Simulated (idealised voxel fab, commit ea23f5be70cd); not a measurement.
This is a process module. Its name is voxel wiring stack.
The cross-section on display is named cut; it measures 270 nm wide, and its cells are 5 nm squares.
Cross-section, as written here: a square-cell grid given band by band from the top down, where a band holds one or more rows of cells.
For a band, the entry starts with two heights in nm, that of the top and then that of the bottom, and carries on with the band's materials in order from left to right, each alongside its width in nm; the word "all across" beside a single material means it fills the band edge to edge, and "empty" means empty space.
Height is counted from the level 0, under which the received wafer is composed throughout of one material. The lowest of the bands is not closed at the bottom but continues downward, in the notation "0 down".
So if you see something like "30->40" for the width, read it as the top row of the band sitting at the first number and the bottom row at the second, with every row in between moving by the same amount as the last.
"identical to before" for a step: no cell of the cross-section changed in that step.
The list in "Closed void catalog" covers empty spaces of 8 cells or more that cannot reach the top through any open way, and it gives each as width x height at distance; the distance is from the left edge, and width, height and distance are in nm.
Step line, after settings: the simulator's comment on this step.
"overlay nm" on a masked step: distance the mask lay right of its planned place, negative for left.

So here's the lineup of process steps we planned:
1 RECEIVE,material Si
2 CONFORMAL_DEP,material SiO2,thk nm 15
3 DIRECTIONAL_DEP,material TiN,thk nm 5
4 DIRECTIONAL_DEP,material W,thk nm 15
5 MASKED_ETCH,tone cover,mask id METAL_1,width nm 25,pitch nm 50,etch materials W,depth nm 15,overlay nm 0
6 MASKED_ETCH,tone cover,mask id METAL_1,width nm 25,pitch nm 50,etch materials TiN,depth nm 5,overlay nm 0
7 FILL_DEP,material SiO2,thk nm 10
8 CMP,height nm 35
9 CONFORMAL_DEP,material SiCN,thk nm 5
10 DIRECTIONAL_DEP,material SiO2,thk nm 35
11 DIRECTIONAL_DEP,material aC,thk nm 15
12 PATTERN,tone open,mask id METAL_2_HOLES,material resist,width nm 15,thk nm 30,overlay nm 0
13 DIRECTIONAL_ETCH,etch materials aC,depth nm 15
14 STRIP,etch materials resist
15 DIRECTIONAL_ETCH,etch materials SiO2,depth nm 35
16 STRIP,etch materials aC
17 MASKED_ETCH,tone open,mask id METAL_2,width nm 25,pitch nm 50,etch materials SiO2,depth nm 20,overlay nm -15
18 MASKED_ETCH,tone open,mask id METAL_2,width nm 25,pitch nm 50,etch materials SiCN,depth nm 5,overlay nm 0
19 CONFORMAL_DEP,material TiN,thk nm 5
20 FILL_DEP,material Cu,thk nm 5
21 CMP,height nm 75
22 CONFORMAL_DEP,material SiCN,thk nm 5
23 DIRECTIONAL_DEP,material SiO2,thk nm 35
24 MASKED_ETCH,tone open,mask id METAL_3_HOLES,width nm 15,etch materials SiO2,depth nm 35,overlay nm 0
25 PATTERN,tone open,mask id METAL_3,material resist,width nm 25,pitch nm 50,thk nm 15,overlay nm 0
26 DIRECTIONAL_ETCH,etch materials SiO2,depth nm 20
27 DIRECTIONAL_ETCH,etch materials SiCN,depth nm 5
28 STRIP,etch materials resist
29 CONFORMAL_DEP,material TiN,thk nm 5
30 FILL_DEP,material Ru,thk nm 10
31 CMP,height nm 115
32 CONFORMAL_DEP,material SiCN,thk nm 5
It is noted that the wafers described herein are identical at the outset and are distinguished by the overlay nm of step 17; the value stated in the plan corresponds to the first wafer.

This is how the first of several wafers looked in cross-section when it arrived, which is after step 1:
* 0 down | Si all across
* Closed void catalog: none

Each row below is a wafer at the end of the module, listing for every material the number of cells it has gained (+) or lost (-) since it was received, followed by its closed voids:
overlay nm -15 | +25 Cu | +22 Ru | +156 SiCN | +992 SiO2 | +71 TiN | +30 W | Closed void catalog: none
overlay nm -10 | +22 Cu | +22 Ru | +156 SiCN | +996 SiO2 | +70 TiN | +30 W | Closed void catalog: none
overlay nm -5 | +22 Cu | +22 Ru | +156 SiCN | +996 SiO2 | +70 TiN | +30 W | Closed void catalog: none
overlay nm 0 | +22 Cu | +22 Ru | +156 SiCN | +996 SiO2 | +70 TiN | +30 W | Closed void catalog: none
overlay nm 5 | +25 Cu | +22 Ru | +156 SiCN | +992 SiO2 | +71 TiN | +30 W | Closed void catalog: none
overlay nm 10 | +28 Cu | +22 Ru | +156 SiCN | +988 SiO2 | +72 TiN | +30 W | Closed void catalog: none
overlay nm 15 | +31 Cu | +22 Ru | +156 SiCN | +984 SiO2 | +73 TiN | +30 W | Closed void catalog: none
